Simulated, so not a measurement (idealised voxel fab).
process module | voxel quadruple lines
cross-section cut | 275 nm wide | cells 5 nm
A cross-section is a grid of square cells, given in bands from the top down. A band is one or more rows of cells.
Each band's line starts with the height of the band's top and of its bottom, in nm. Then come its materials from left to right, each with its width in nm. One material with "throughout" fills the band from edge to edge. "air" is empty space.
Height 0 is the level under which the wafer as received is all one material. The lowest band goes on downwards, as in "0 down".
A width such as "30 to 40" changes by the same amount from each row of cells to the next, from the band's top row to its bottom row.
"no change" after a step means that no cell of the cross-section changed.
closed voids: empty space of 8 cells or more with no open way to the top, each as width x height at its distance from the left edge, in nm
after a step's settings: what the simulator itself notes on the step
overlay nm, on a step with a mask: how far to the right of its planned place the mask lay; to the left if negative
plan
1 op RECEIVE | material Si
2 op CONFORMAL_DEP | material SiO2 | thk nm 5
3 op DIRECTIONAL_DEP | material Ru | thk nm 15
4 op DIRECTIONAL_DEP | material polySi | thk nm 20
5 op DIRECTIONAL_DEP | material aC | thk nm 20
6 op PATTERN | tone cover | mask id MANDREL | material resist | width nm 30 | thk nm 30 | overlay nm 0
7 op DIRECTIONAL_ETCH | etch materials aC | depth nm 20
8 op STRIP | etch materials resist
9 op CONFORMAL_DEP | material SiO2 | thk nm 10
10 op DIRECTIONAL_ETCH | etch materials SiO2 | depth nm 10
11 op STRIP | etch materials aC
12 op DIRECTIONAL_ETCH | etch materials polySi | depth nm 20
13 op STRIP | etch materials SiO2
14 op CONFORMAL_DEP | material SiN | thk nm 10
15 op DIRECTIONAL_ETCH | etch materials SiN | depth nm 10
16 op STRIP | etch materials polySi
17 op DIRECTIONAL_ETCH | etch materials Ru | depth nm 15
18 op STRIP | etch materials SiN
as received, after step 1
  0 down: Si throughout
  closed voids: none
a wafer at the end: this start, this plan, one mistake
  20 to 5: air 110 | Ru 10 | air 10 | Ru 10 | air 10 | Ru 10 | air 10 | Ru 10 | air 95
  5 to 0: SiO2 throughout
  0 down: Si throughout
  closed voids: none
what went wrong: step 6 ran as: op PATTERN | tone cover | mask id MANDREL | material resist | width nm 30 | thk nm 30 | overlay nm 10
